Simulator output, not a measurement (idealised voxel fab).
Presented below is a process module, voxel transistor to metal.
Cross-sectional view cut (width: 295 nm; square cell size: 5 nm).
A cross-section is a grid of square cells, given in bands from the top down. A band is one or more rows of cells.
Basically the band line says how high the top is and how high the bottom is, in nm, and then what's in it from left to right, every material with its width in nm. Empty space shows up as "empty", and if a single material carries "edge to edge" it runs the full band edge to edge.
Counting heights begins at 0, where everything beneath is, in the wafer as received, one material. The lowest band has no bottom; it goes on downwards, as "z 0 and below" shows.
Read "30..40" as a graded width: first number on top, second number at the bottom, same change between each pair of neighbouring rows.
You'll sometimes find "remains unaltered" written for a step, and that's the way of saying that nowhere in the cross-section did a cell change during that step.
"Entrapped voids": sealed empty spaces, 8 cells or more, no open way to top, listed width x height at distance, with distance from the left edge and width, height and distance in nm.
Where a step's line continues beyond its settings, the continuation is a remark by the simulator itself on that step.
overlay nm: for a step with a mask, the amount by which the mask lay right of where it was planned; a negative amount means left of it.
Process steps (planned)
1. RECEIVE | material Si
2. CONFORMAL_DEP | material SiO2 | thk nm 5
3. CONFORMAL_DEP | material SiN | thk nm 10
4. MASKED_ETCH | tone cover | mask id ACTIVE | width nm 110 | pitch nm 140 | etch materials SiN | depth nm 10 | overlay nm 0
5. MASKED_ETCH | tone cover | mask id ACTIVE | width nm 110 | pitch nm 140 | etch materials SiO2 | depth nm 5 | overlay nm 0
6. MASKED_ETCH | tone cover | mask id ACTIVE | width nm 110 | pitch nm 140 | etch materials Si | depth nm 20 | overlay nm 0
7. FILL_DEP | material SiO2 | thk nm 5
8. CMP | height nm 15
9. SELECTIVE_ETCH | etch materials SiO2 | depth nm 5
10. STRIP | etch materials SiN
11. SELECTIVE_ETCH | etch materials SiO2 | depth nm 5
12. OXIDIZE | depth nm 5
13. DIRECTIONAL_DEP | material polySi | thk nm 30
14. DIRECTIONAL_DEP | material SiCN | thk nm 10
15. MASKED_ETCH | tone cover | mask id GATE | width nm 20 | pitch nm 140 | etch materials SiCN | depth nm 20 | overlay nm 0
16. MASKED_ETCH | tone cover | mask id GATE | width nm 20 | pitch nm 140 | etch materials polySi | depth nm 40 | overlay nm 0
17. CONFORMAL_DEP | material SiO2 | thk nm 5
18. DIRECTIONAL_ETCH | etch materials SiO2 | depth nm 5
19. CONFORMAL_DEP | material SiN | thk nm 10
20. DIRECTIONAL_ETCH | etch materials SiN | depth nm 10
21. DIRECTIONAL_ETCH | etch materials SiO2 | depth nm 5
22. DIRECTIONAL_ETCH | etch materials Si | depth nm 15
23. EPI | material pSi | thk nm 15
24. FILL_DEP | material SiO2 | thk nm 10
25. CMP | height nm 40
26. DIRECTIONAL_DEP | material SiO2 | thk nm 15
27. PATTERN | tone open | mask id CONTACT | material resist | width nm 20 | thk nm 20 | overlay nm 0
28. DIRECTIONAL_ETCH | etch materials SiO2 | depth nm 45
29. STRIP | etch materials resist
30. CONFORMAL_DEP | material TiN | thk nm 5
31. FILL_DEP | material Ru | thk nm 5
32. CMP | height nm 55
33. CONFORMAL_DEP | material SiCN | thk nm 5
34. DIRECTIONAL_DEP | material SiO2 | thk nm 20
35. DIRECTIONAL_DEP | material aC | thk nm 10
36. PATTERN | tone open | mask id METAL_1 | material resist | width nm 20 | thk nm 30 | overlay nm 0
37. DIRECTIONAL_ETCH | etch materials aC | depth nm 10
38. STRIP | etch materials resist
39. DIRECTIONAL_ETCH | etch materials SiO2 | depth nm 20
40. DIRECTIONAL_ETCH | etch materials SiCN | depth nm 5
41. STRIP | etch materials aC
42. CONFORMAL_DEP | material TiN | thk nm 5
43. FILL_DEP | material Cu | thk nm 5
44. CMP | height nm 80
45. CONFORMAL_DEP | material SiCN | thk nm 5
First of two wafers, with the run carried out as planned
The cross-section here shows the wafer as received, i.e. in its state after step 1
	z 0 and below | Si edge to edge
	Entrapped voids: none
Take a look at the wafer's cross-section after step 2
	z 5 to 0 | SiO2 edge to edge
	All layers under 0 are left as they were.
Take a look at the wafer's cross-section after step 3
	z 15 to 5 | SiN edge to edge
	All layers under 5 are left as they were.
Take a look at the wafer's cross-section after step 4
	z 15 to 5 | empty 20  SiN 110  empty 30  SiN 110  empty 25
	All layers under 5 are left as they were.
Take a look at the wafer's cross-section after step 5
	z 15 to 5 | empty 20  SiN 110  empty 30  SiN 110  empty 25
	z 5 to 0 | empty 20  SiO2 110  empty 30  SiO2 110  empty 25
	All layers under 0 are left as they were.
Take a look at the wafer's cross-section after step 6
	z 15 to 5 | empty 20  SiN 110  empty 30  SiN 110  empty 25
	z 5 to 0 | empty 20  SiO2 110  empty 30  SiO2 110  empty 25
	z 0 to -20 | empty 20  Si 110  empty 30  Si 110  empty 25
	All layers under -20 are left as they were.
Take a look at the wafer's cross-section after step 7
	z 20 to 15 | SiO2 edge to edge
	z 15 to 5 | SiO2 20  SiN 110  SiO2 30  SiN 110  SiO2 25
	z 5 to 0 | SiO2 edge to edge
	z 0 to -20 | SiO2 20  Si 110  SiO2 30  Si 110  SiO2 25
	All layers under -20 are left as they were.
Take a look at the wafer's cross-section after step 8
	z 15 to 5 | SiO2 20  SiN 110  SiO2 30  SiN 110  SiO2 25
	All layers under 5 are left as they were.
Take a look at the wafer's cross-section after step 9
	z 15 to 10 | empty 20  SiN 110  empty 30  SiN 110  empty 25
	All layers under 10 are left as they were.
Take a look at the wafer's cross-section after step 10
	z 10 to 5 | SiO2 20  empty 110  SiO2 30  empty 110  SiO2 25
	All layers under 5 are left as they were.
Take a look at the wafer's cross-section after step 11
	z 5 to 0 | SiO2 15  empty 120  SiO2 20  empty 120  SiO2 20
	All layers under 0 are left as they were.
Take a look at the wafer's cross-section after step 12
	z 5 to 0 | SiO2 15  empty 120  SiO2 20  empty 120  SiO2 20
	z 0 to -5 | SiO2 edge to edge
	All layers under -5 are left as they were.
Take a look at the wafer's cross-section after step 13
	z 35 to 30 | polySi 15  empty 120  polySi 20  empty 120  polySi 20
	z 30 to 5 | polySi edge to edge
	z 5 to 0 | SiO2 15  polySi 120  SiO2 20  polySi 120  SiO2 20
	All layers under 0 are left as they were.
Take a look at the wafer's cross-section after step 14
	z 45 to 40 | SiCN 15  empty 120  SiCN 20  empty 120  SiCN 20
	z 40 to 35 | SiCN edge to edge
	z 35 to 30 | polySi 15  SiCN 120  polySi 20  SiCN 120  polySi 20
	All layers under 30 are left as they were.
Take a look at the wafer's cross-section after step 15
	z 40 to 35 | empty 65  SiCN 20  empty 120  SiCN 20  empty 70
	z 35 to 30 | polySi 15  empty 50  SiCN 20  empty 50  polySi 20  empty 50  SiCN 20  empty 50  polySi 20
	All layers under 30 are left as they were.
Take a look at the wafer's cross-section after step 16
	z 40 to 30 | empty 65  SiCN 20  empty 120  SiCN 20  empty 70
	z 30 to 5 | empty 65  polySi 20  empty 120  polySi 20  empty 70
	z 5 to 0 | SiO2 15  empty 50  polySi 20  empty 50  SiO2 20  empty 50  polySi 20  empty 50  SiO2 20
	All layers under 0 are left as they were.
Take a look at the wafer's cross-section after step 17
	z 45 to 40 | empty 60  SiO2 30  empty 110  SiO2 30  empty 65
	z 40 to 30 | empty 60  SiO2 5  SiCN 20  SiO2 5  empty 110  SiO2 5  SiCN 20  SiO2 5  empty 65
	z 30 to 10 | empty 60  SiO2 5  polySi 20  SiO2 5  empty 110  SiO2 5  polySi 20  SiO2 5  empty 65
	z 10 to 5 | SiO2 20  empty 40  SiO2 5  polySi 20  SiO2 5  empty 40  SiO2 30  empty 40  SiO2 5  polySi 20  SiO2 5  empty 40  SiO2 25
	z 5 to 0 | SiO2 65  polySi 20  SiO2 120  polySi 20  SiO2 70
	All layers under 0 are left as they were.
Take a look at the wafer's cross-section after step 18
	z 40 to 30 | empty 60  SiO2 5  SiCN 20  SiO2 5  empty 110  SiO2 5  SiCN 20  SiO2 5  empty 65
	z 30 to 5 | empty 60  SiO2 5  polySi 20  SiO2 5  empty 110  SiO2 5  polySi 20  SiO2 5  empty 65
	z 5 to 0 | SiO2 20  empty 40  SiO2 5  polySi 20  SiO2 5  empty 40  SiO2 30  empty 40  SiO2 5  polySi 20  SiO2 5  empty 40  SiO2 25
	All layers under 0 are left as they were.
Take a look at the wafer's cross-section after step 19
	z 50 to 40 | empty 50  SiN 50  empty 90  SiN 50  empty 55
	z 40 to 30 | empty 50  SiN 10  SiO2 5  SiCN 20  SiO2 5  SiN 10  empty 90  SiN 10  SiO2 5  SiCN 20  SiO2 5  SiN 10  empty 55
	z 30 to 15 | empty 50  SiN 10  SiO2 5  polySi 20  SiO2 5  SiN 10  empty 90  SiN 10  SiO2 5  polySi 20  SiO2 5  SiN 10  empty 55
	z 15 to 10 | SiN 30  empty 20  SiN 10  SiO2 5  polySi 20  SiO2 5  SiN 10  empty 20  SiN 50  empty 20  SiN 10  SiO2 5  polySi 20  SiO2 5  SiN 10  empty 20  SiN 35
	z 10 to 5 | SiN 60  SiO2 5  polySi 20  SiO2 5  SiN 110  SiO2 5  polySi 20  SiO2 5  SiN 65
	z 5 to 0 | SiO2 20  SiN 40  SiO2 5  polySi 20  SiO2 5  SiN 40  SiO2 30  SiN 40  SiO2 5  polySi 20  SiO2 5  SiN 40  SiO2 25
	All layers under 0 are left as they were.
Take a look at the wafer's cross-section after step 20
	z 40 to 30 | empty 50  SiN 10  SiO2 5  SiCN 20  SiO2 5  SiN 10  empty 90  SiN 10  SiO2 5  SiCN 20  SiO2 5  SiN 10  empty 55
	z 30 to 5 | empty 50  SiN 10  SiO2 5  polySi 20  SiO2 5  SiN 10  empty 90  SiN 10  SiO2 5  polySi 20  SiO2 5  SiN 10  empty 55
	z 5 to 0 | SiO2 20  SiN 10  empty 20  SiN 10  SiO2 5  polySi 20  SiO2 5  SiN 10  empty 20  SiN 10  SiO2 30  SiN 10  empty 20  SiN 10  SiO2 5  polySi 20  SiO2 5  SiN 10  empty 20  SiN 10  SiO2 25
	All layers under 0 are left as they were.
Take a look at the wafer's cross-section after step 21
	z 40 to 35 | empty 50  SiN 10  empty 5  SiCN 20  empty 5  SiN 10  empty 90  SiN 10  empty 5  SiCN 20  empty 5  SiN 10  empty 55
	z 35 to 30 | empty 50  SiN 10  SiO2 5  SiCN 20  SiO2 5  SiN 10  empty 90  SiN 10  SiO2 5  SiCN 20  SiO2 5  SiN 10  empty 55
	z 30 to 5 | empty 50  SiN 10  SiO2 5  polySi 20  SiO2 5  SiN 10  empty 90  SiN 10  SiO2 5  polySi 20  SiO2 5  SiN 10  empty 55
	z 5 to 0 | empty 20  SiN 10  empty 20  SiN 10  SiO2 5  polySi 20  SiO2 5  SiN 10  empty 20  SiN 10  empty 30  SiN 10  empty 20  SiN 10  SiO2 5  polySi 20  SiO2 5  SiN 10  empty 20  SiN 10  empty 25
	z 0 to -5 | SiO2 30  empty 20  SiO2 50  empty 20  SiO2 50  empty 20  SiO2 50  empty 20  SiO2 35
	All layers under -5 are left as they were.
Take a look at the wafer's cross-section after step 22
	z 40 to 35 | empty 50  SiN 10  empty 5  SiCN 20  empty 5  SiN 10  empty 90  SiN 10  empty 5  SiCN 20  empty 5  SiN 10  empty 55
	z 35 to 30 | empty 50  SiN 10  SiO2 5  SiCN 20  SiO2 5  SiN 10  empty 90  SiN 10  SiO2 5  SiCN 20  SiO2 5  SiN 10  empty 55
	z 30 to 5 | empty 50  SiN 10  SiO2 5  polySi 20  SiO2 5  SiN 10  empty 90  SiN 10  SiO2 5  polySi 20  SiO2 5  SiN 10  empty 55
	z 5 to 0 | empty 20  SiN 10  empty 20  SiN 10  SiO2 5  polySi 20  SiO2 5  SiN 10  empty 20  SiN 10  empty 30  SiN 10  empty 20  SiN 10  SiO2 5  polySi 20  SiO2 5  SiN 10  empty 20  SiN 10  empty 25
	z 0 to -5 | SiO2 30  empty 20  SiO2 50  empty 20  SiO2 50  empty 20  SiO2 50  empty 20  SiO2 35
	z -5 to -20 | SiO2 20  Si 10  empty 20  Si 50  empty 20  Si 10  SiO2 30  Si 10  empty 20  Si 50  empty 20  Si 10  SiO2 25
	All layers under -20 are left as they were.
Take a look at the wafer's cross-section after step 23
	z 40 to 35 | empty 50  SiN 10  empty 5  SiCN 20  empty 5  SiN 10  empty 90  SiN 10  empty 5  SiCN 20  empty 5  SiN 10  empty 55
	z 35 to 30 | empty 50  SiN 10  SiO2 5  SiCN 20  SiO2 5  SiN 10  empty 90  SiN 10  SiO2 5  SiCN 20  SiO2 5  SiN 10  empty 55
	z 30 to 10 | empty 50  SiN 10  SiO2 5  polySi 20  SiO2 5  SiN 10  empty 90  SiN 10  SiO2 5  polySi 20  SiO2 5  SiN 10  empty 55
	z 10 to 5 | empty 25  pSi 25  SiN 10  SiO2 5  polySi 20  SiO2 5  SiN 10  pSi 25  empty 40  pSi 25  SiN 10  SiO2 5  polySi 20  SiO2 5  SiN 10  pSi 25  empty 30
	z 5 to 0 | empty 20  SiN 10  pSi 20  SiN 10  SiO2 5  polySi 20  SiO2 5  SiN 10  pSi 20  SiN 10  empty 30  SiN 10  pSi 20  SiN 10  SiO2 5  polySi 20  SiO2 5  SiN 10  pSi 20  SiN 10  empty 25
	z 0 to -5 | SiO2 30  pSi 20  SiO2 50  pSi 20  SiO2 50  pSi 20  SiO2 50  pSi 20  SiO2 35
	z -5 to -20 | SiO2 20  Si 10  pSi 20  Si 50  pSi 20  Si 10  SiO2 30  Si 10  pSi 20  Si 50  pSi 20  Si 10  SiO2 25
	All layers under -20 are left as they were.
Take a look at the wafer's cross-section after step 24
	z 50 to 40 | SiO2 edge to edge
	z 40 to 30 | SiO2 50  SiN 10  SiO2 5  SiCN 20  SiO2 5  SiN 10  SiO2 90  SiN 10  SiO2 5  SiCN 20  SiO2 5  SiN 10  SiO2 55
	z 30 to 10 | SiO2 50  SiN 10  SiO2 5  polySi 20  SiO2 5  SiN 10  SiO2 90  SiN 10  SiO2 5  polySi 20  SiO2 5  SiN 10  SiO2 55
	z 10 to 5 | SiO2 25  pSi 25  SiN 10  SiO2 5  polySi 20  SiO2 5  SiN 10  pSi 25  SiO2 40  pSi 25  SiN 10  SiO2 5  polySi 20  SiO2 5  SiN 10  pSi 25  SiO2 30
	z 5 to 0 | SiO2 20  SiN 10  pSi 20  SiN 10  SiO2 5  polySi 20  SiO2 5  SiN 10  pSi 20  SiN 10  SiO2 30  SiN 10  pSi 20  SiN 10  SiO2 5  polySi 20  SiO2 5  SiN 10  pSi 20  SiN 10  SiO2 25
	All layers under 0 are left as they were.
Take a look at the wafer's cross-section after step 25
	z 40 to 30 | SiO2 50  SiN 10  SiO2 5  SiCN 20  SiO2 5  SiN 10  SiO2 90  SiN 10  SiO2 5  SiCN 20  SiO2 5  SiN 10  SiO2 55
	All layers under 30 are left as they were.
Take a look at the wafer's cross-section after step 26
	z 55 to 40 | SiO2 edge to edge
	All layers under 40 are left as they were.
Take a look at the wafer's cross-section after step 27
	z 75 to 55 | resist 25  empty 20  resist 60  empty 20  resist 40  empty 20  resist 60  empty 20  resist 30
	All layers under 55 are left as they were.
Take a look at the wafer's cross-section after step 28
	z 75 to 55 | resist 25  empty 20  resist 60  empty 20  resist 40  empty 20  resist 60  empty 20  resist 30
	z 55 to 40 | SiO2 25  empty 20  SiO2 60  empty 20  SiO2 40  empty 20  SiO2 60  empty 20  SiO2 30
	z 40 to 30 | SiO2 25  empty 20  SiO2 5  SiN 10  SiO2 5  SiCN 20  SiO2 5  SiN 10  SiO2 5  empty 20  SiO2 40  empty 20  SiO2 5  SiN 10  SiO2 5  SiCN 20  SiO2 5  SiN 10  SiO2 5  empty 20  SiO2 30
	z 30 to 10 | SiO2 25  empty 20  SiO2 5  SiN 10  SiO2 5  polySi 20  SiO2 5  SiN 10  SiO2 5  empty 20  SiO2 40  empty 20  SiO2 5  SiN 10  SiO2 5  polySi 20  SiO2 5  SiN 10  SiO2 5  empty 20  SiO2 30
	All layers under 10 are left as they were.
Take a look at the wafer's cross-section after step 29
	z 55 to 40 | SiO2 25  empty 20  SiO2 60  empty 20  SiO2 40  empty 20  SiO2 60  empty 20  SiO2 30
	All layers under 40 are left as they were.
Take a look at the wafer's cross-section after step 30
	z 60 to 55 | TiN 30  empty 10  TiN 70  empty 10  TiN 50  empty 10  TiN 70  empty 10  TiN 35
	z 55 to 40 | SiO2 25  TiN 5  empty 10  TiN 5  SiO2 60  TiN 5  empty 10  TiN 5  SiO2 40  TiN 5  empty 10  TiN 5  SiO2 60  TiN 5  empty 10  TiN 5  SiO2 30
	z 40 to 30 | SiO2 25  TiN 5  empty 10  TiN 5  SiO2 5  SiN 10  SiO2 5  SiCN 20  SiO2 5  SiN 10  SiO2 5  TiN 5  empty 10  TiN 5  SiO2 40  TiN 5  empty 10  TiN 5  SiO2 5  SiN 10  SiO2 5  SiCN 20  SiO2 5  SiN 10  SiO2 5  TiN 5  empty 10  TiN 5  SiO2 30
	z 30 to 15 | SiO2 25  TiN 5  empty 10  TiN 5  SiO2 5  SiN 10  SiO2 5  polySi 20  SiO2 5  SiN 10  SiO2 5  TiN 5  empty 10  TiN 5  SiO2 40  TiN 5  empty 10  TiN 5  SiO2 5  SiN 10  SiO2 5  polySi 20  SiO2 5  SiN 10  SiO2 5  TiN 5  empty 10  TiN 5  SiO2 30
	z 15 to 10 | SiO2 25  TiN 20  SiO2 5  SiN 10  SiO2 5  polySi 20  SiO2 5  SiN 10  SiO2 5  TiN 20  SiO2 40  TiN 20  SiO2 5  SiN 10  SiO2 5  polySi 20  SiO2 5  SiN 10  SiO2 5  TiN 20  SiO2 30
	All layers under 10 are left as they were.
Take a look at the wafer's cross-section after step 31
	z 65 to 60 | Ru edge to edge
	z 60 to 55 | TiN 30  Ru 10  TiN 70  Ru 10  TiN 50  Ru 10  TiN 70  Ru 10  TiN 35
	z 55 to 40 | SiO2 25  TiN 5  Ru 10  TiN 5  SiO2 60  TiN 5  Ru 10  TiN 5  SiO2 40  TiN 5  Ru 10  TiN 5  SiO2 60  TiN 5  Ru 10  TiN 5  SiO2 30
	z 40 to 30 | SiO2 25  TiN 5  Ru 10  TiN 5  SiO2 5  SiN 10  SiO2 5  SiCN 20  SiO2 5  SiN 10  SiO2 5  TiN 5  Ru 10  TiN 5  SiO2 40  TiN 5  Ru 10  TiN 5  SiO2 5  SiN 10  SiO2 5  SiCN 20  SiO2 5  SiN 10  SiO2 5  TiN 5  Ru 10  TiN 5  SiO2 30
	z 30 to 15 | SiO2 25  TiN 5  Ru 10  TiN 5  SiO2 5  SiN 10  SiO2 5  polySi 20  SiO2 5  SiN 10  SiO2 5  TiN 5  Ru 10  TiN 5  SiO2 40  TiN 5  Ru 10  TiN 5  SiO2 5  SiN 10  SiO2 5  polySi 20  SiO2 5  SiN 10  SiO2 5  TiN 5  Ru 10  TiN 5  SiO2 30
	All layers under 15 are left as they were.
Take a look at the wafer's cross-section after step 32
	z 55 to 40 | SiO2 25  TiN 5  Ru 10  TiN 5  SiO2 60  TiN 5  Ru 10  TiN 5  SiO2 40  TiN 5  Ru 10  TiN 5  SiO2 60  TiN 5  Ru 10  TiN 5  SiO2 30
	All layers under 40 are left as they were.
Take a look at the wafer's cross-section after step 33
	z 60 to 55 | SiCN edge to edge
	All layers under 55 are left as they were.
Take a look at the wafer's cross-section after step 34
	z 80 to 60 | SiO2 edge to edge
	All layers under 60 are left as they were.
Take a look at the wafer's cross-section after step 35
	z 90 to 80 | aC edge to edge
	All layers under 80 are left as they were.
Take a look at the wafer's cross-section after step 36
	z 120 to 90 | resist 25  empty 20  resist 60  empty 20  resist 40  empty 20  resist 60  empty 20  resist 30
	All layers under 90 are left as they were.
Take a look at the wafer's cross-section after step 37
	z 110 to 90 | resist 25  empty 20  resist 60  empty 20  resist 40  empty 20  resist 60  empty 20  resist 30
	z 90 to 80 | aC 25  empty 20  aC 60  empty 20  aC 40  empty 20  aC 60  empty 20  aC 30
	All layers under 80 are left as they were.
Take a look at the wafer's cross-section after step 38
	z 90 to 80 | aC 25  empty 20  aC 60  empty 20  aC 40  empty 20  aC 60  empty 20  aC 30
	All layers under 80 are left as they were.
Take a look at the wafer's cross-section after step 39
	z 90 to 80 | aC 25  empty 20  aC 60  empty 20  aC 40  empty 20  aC 60  empty 20  aC 30
	z 80 to 60 | SiO2 25  empty 20  SiO2 60  empty 20  SiO2 40  empty 20  SiO2 60  empty 20  SiO2 30
	All layers under 60 are left as they were.
Take a look at the wafer's cross-section after step 40
	z 90 to 80 | aC 25  empty 20  aC 60  empty 20  aC 40  empty 20  aC 60  empty 20  aC 30
	z 80 to 60 | SiO2 25  empty 20  SiO2 60  empty 20  SiO2 40  empty 20  SiO2 60  empty 20  SiO2 30
	z 60 to 55 | SiCN 25  empty 20  SiCN 60  empty 20  SiCN 40  empty 20  SiCN 60  empty 20  SiCN 30
	All layers under 55 are left as they were.
Take a look at the wafer's cross-section after step 41
	z 80 to 60 | SiO2 25  empty 20  SiO2 60  empty 20  SiO2 40  empty 20  SiO2 60  empty 20  SiO2 30
	All layers under 60 are left as they were.
Take a look at the wafer's cross-section after step 42
	z 85 to 80 | TiN 30  empty 10  TiN 70  empty 10  TiN 50  empty 10  TiN 70  empty 10  TiN 35
	z 80 to 60 | SiO2 25  TiN 5  empty 10  TiN 5  SiO2 60  TiN 5  empty 10  TiN 5  SiO2 40  TiN 5  empty 10  TiN 5  SiO2 60  TiN 5  empty 10  TiN 5  SiO2 30
	z 60 to 55 | SiCN 25  TiN 20  SiCN 60  TiN 20  SiCN 40  TiN 20  SiCN 60  TiN 20  SiCN 30
	All layers under 55 are left as they were.
Take a look at the wafer's cross-section after step 43
	z 90 to 85 | Cu edge to edge
	z 85 to 80 | TiN 30  Cu 10  TiN 70  Cu 10  TiN 50  Cu 10  TiN 70  Cu 10  TiN 35
	z 80 to 60 | SiO2 25  TiN 5  Cu 10  TiN 5  SiO2 60  TiN 5  Cu 10  TiN 5  SiO2 40  TiN 5  Cu 10  TiN 5  SiO2 60  TiN 5  Cu 10  TiN 5  SiO2 30
	All layers under 60 are left as they were.
Take a look at the wafer's cross-section after step 44
	z 80 to 60 | SiO2 25  TiN 5  Cu 10  TiN 5  SiO2 60  TiN 5  Cu 10  TiN 5  SiO2 40  TiN 5  Cu 10  TiN 5  SiO2 60  TiN 5  Cu 10  TiN 5  SiO2 30
	All layers under 60 are left as they were.
Take a look at the wafer's cross-section after step 45
	z 85 to 80 | SiCN edge to edge
	All layers under 80 are left as they were.
The Second Wafer: Common Origin and Plan, One Mistake in Execution, Identical to the First Through Step 32
Cross-section of the second wafer corresponding to the planned conclusion of step 33
	z 75 to 55 | SiO2 edge to edge
	All layers under 55 are left as they were.
Cross-section of the second wafer corresponding to the planned conclusion of step 34
	z 80 to 75 | SiCN edge to edge
	All layers under 75 are left as they were.
Cross-section of the second wafer corresponding to the planned conclusion of step 35
	z 90 to 80 | aC edge to edge
	All layers under 80 are left as they were.
Cross-section of the second wafer corresponding to the planned conclusion of step 36
	z 120 to 90 | resist 25  empty 20  resist 60  empty 20  resist 40  empty 20  resist 60  empty 20  resist 30
	All layers under 90 are left as they were.
Cross-section of the second wafer corresponding to the planned conclusion of step 37
	z 110 to 90 | resist 25  empty 20  resist 60  empty 20  resist 40  empty 20  resist 60  empty 20  resist 30
	z 90 to 80 | aC 25  empty 20  aC 60  empty 20  aC 40  empty 20  aC 60  empty 20  aC 30
	All layers under 80 are left as they were.
Cross-section of the second wafer corresponding to the planned conclusion of step 38
	z 90 to 80 | aC 25  empty 20  aC 60  empty 20  aC 40  empty 20  aC 60  empty 20  aC 30
	All layers under 80 are left as they were.
Cross-section of the second wafer corresponding to the planned conclusion of step 39: remains unaltered
Cross-section of the second wafer corresponding to the planned conclusion of step 40
	z 90 to 80 | aC 25  empty 20  aC 60  empty 20  aC 40  empty 20  aC 60  empty 20  aC 30
	z 80 to 75 | SiCN 25  empty 20  SiCN 60  empty 20  SiCN 40  empty 20  SiCN 60  empty 20  SiCN 30
	All layers under 75 are left as they were.
Cross-section of the second wafer corresponding to the planned conclusion of step 41
	z 80 to 75 | SiCN 25  empty 20  SiCN 60  empty 20  SiCN 40  empty 20  SiCN 60  empty 20  SiCN 30
	All layers under 75 are left as they were.
Cross-section of the second wafer corresponding to the planned conclusion of step 42
	z 85 to 80 | TiN 30  empty 10  TiN 70  empty 10  TiN 50  empty 10  TiN 70  empty 10  TiN 35
	z 80 to 75 | SiCN 25  TiN 20  SiCN 60  TiN 20  SiCN 40  TiN 20  SiCN 60  TiN 20  SiCN 30
	All layers under 75 are left as they were.
Cross-section of the second wafer corresponding to the planned conclusion of step 43
	z 90 to 85 | Cu edge to edge
	z 85 to 80 | TiN 30  Cu 10  TiN 70  Cu 10  TiN 50  Cu 10  TiN 70  Cu 10  TiN 35
	All layers under 80 are left as they were.
Cross-section of the second wafer corresponding to the planned conclusion of step 44
	z 80 to 75 | SiCN 25  TiN 20  SiCN 60  TiN 20  SiCN 40  TiN 20  SiCN 60  TiN 20  SiCN 30
	All layers under 75 are left as they were.
Cross-section of the second wafer corresponding to the planned conclusion of step 45
	z 85 to 80 | SiCN edge to edge
	All layers under 80 are left as they were.
Deviation noted in wafer processing: it was found that steps 33 and 34 of the process plan had been performed in exchanged positions
The closing comparison, in cells, has the second wafer with more or fewer of some materials than the first: Cu: 32 fewer, SiO2: 64 more, TiN: 32 fewer
